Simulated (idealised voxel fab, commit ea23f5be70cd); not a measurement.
The following is a process module called voxel wiring stack.
The width of the displayed cross-section, cut, is 300 nm; its cells are square, with a size of 5 nm.
A cross-section is a grid of square cells, given in bands from the top down. A band is one or more rows of cells.
Quick guide to a band line: top height, bottom height (nm) up front; then every material left to right with its width in nm. Only one material and it's marked "all across"? Then it fills the band edge to edge. And "empty" just means empty space.
Heights are expressed relative to 0, this being the level below which the as-received wafer comprises one material exclusively. The lowest band is unbounded in the downward direction and is denoted as in "0 and below".
The notation "30 to 40" denotes a width that varies across the rows of cells in the band, beginning at the first number in the top row, finishing at the second number in the bottom row, and changing by an identical amount from each row to the next.
"nothing different", as given for a step, is the statement that not any cell of the cross-section underwent a change during that step.
"Enclosed cavity list": sealed empty spaces, 8 cells or more, no open way to top, listed width x height at distance, with distance from the left edge and width, height and distance in nm.
Text after the settings on a step's line: the simulator's own remark on that step.
For masked steps, "overlay nm" on the step line gives how far right of plan the mask actually lay; a minus sign means it lay to the left.
Set out below are the planned steps of the process:
1) RECEIVE: material Si
2) CONFORMAL_DEP: material SiO2, thk nm 15
3) DIRECTIONAL_DEP: material TiN, thk nm 5
4) DIRECTIONAL_DEP: material W, thk nm 25
5) DIRECTIONAL_DEP: material aC, thk nm 15
6) PATTERN: tone cover, mask id METAL_1, material resist, width nm 30, pitch nm 50, thk nm 35, overlay nm 0
7) DIRECTIONAL_ETCH: etch materials aC, depth nm 15
8) STRIP: etch materials resist
9) DIRECTIONAL_ETCH: etch materials W, depth nm 25
10) DIRECTIONAL_ETCH: etch materials TiN, depth nm 5
11) STRIP: etch materials aC
12) CONFORMAL_DEP: material SiCN, thk nm 5
13) FILL_DEP: material lowk, thk nm 10
14) CMP: height nm 45
15) CONFORMAL_DEP: material SiCN, thk nm 5
16) DIRECTIONAL_DEP: material SiO2, thk nm 15
17) DIRECTIONAL_DEP: material aC, thk nm 10
18) PATTERN: tone open, mask id PLUG_1, material resist, width nm 15, pitch nm 50, thk nm 30, overlay nm 0
19) DIRECTIONAL_ETCH: etch materials aC, depth nm 10
20) STRIP: etch materials resist
21) DIRECTIONAL_ETCH: etch materials SiO2, depth nm 15
22) DIRECTIONAL_ETCH: etch materials SiCN, depth nm 5
23) STRIP: etch materials aC
24) EPI: material Ru, thk nm 10
25) EPI: material Ru, thk nm 10
26) DIRECTIONAL_DEP: material TiN, thk nm 5
27) DIRECTIONAL_DEP: material Ru, thk nm 15
28) PATTERN: tone cover, mask id METAL_2, material resist, width nm 30, pitch nm 50, thk nm 15, overlay nm 0
29) DIRECTIONAL_ETCH: etch materials Ru, depth nm 15
30) DIRECTIONAL_ETCH: etch materials TiN, depth nm 5
31) STRIP: etch materials resist
32) CONFORMAL_DEP: material SiN, thk nm 5
33) FILL_DEP: material lowk, thk nm 10
34) CMP: height nm 85
35) CONFORMAL_DEP: material SiN, thk nm 5
Cross-section of the wafer at receipt, which is the condition after step 1:
  0 and below  Si all across
  Enclosed cavity list: none
End state of the module in cross-section, given the above starting point and plan and one mistake in execution:
  90 down to 85  SiN all across
  85 down to 80  80 nm lowk; 40 nm SiN; 10 nm lowk; 40 nm SiN; 10 nm lowk; 40 nm SiN; 80 nm lowk
  80 down to 70  80 nm lowk; 5 nm SiN; 30 nm Ru; 5 nm SiN; 10 nm lowk; 5 nm SiN; 30 nm Ru; 5 nm SiN; 10 nm lowk; 5 nm SiN; 30 nm Ru; 5 nm SiN; 80 nm lowk
  70 down to 65  85 nm SiN; 30 nm Ru; 20 nm SiN; 30 nm Ru; 20 nm SiN; 30 nm Ru; 85 nm SiN
  65 down to 50  85 nm SiO2; 15 nm Ru; 35 nm SiO2; 15 nm Ru; 35 nm SiO2; 15 nm Ru; 100 nm SiO2
  50 down to 45  85 nm SiCN; 15 nm Ru; 35 nm SiCN; 15 nm Ru; 35 nm SiCN; 15 nm Ru; 100 nm SiCN
  45 down to 20  80 nm lowk; 5 nm SiCN; 30 nm W; 5 nm SiCN; 10 nm lowk; 5 nm SiCN; 30 nm W; 5 nm SiCN; 10 nm lowk; 5 nm SiCN; 30 nm W; 5 nm SiCN; 80 nm lowk
  20 down to 15  85 nm SiCN; 30 nm TiN; 20 nm SiCN; 30 nm TiN; 20 nm SiCN; 30 nm TiN; 85 nm SiCN
  15 down to 0  SiO2 all across
  0 and below  Si all across
  Enclosed cavity list: none
The mistake made against the process plan was this: step 26 in the plan did not get run; it was skipped
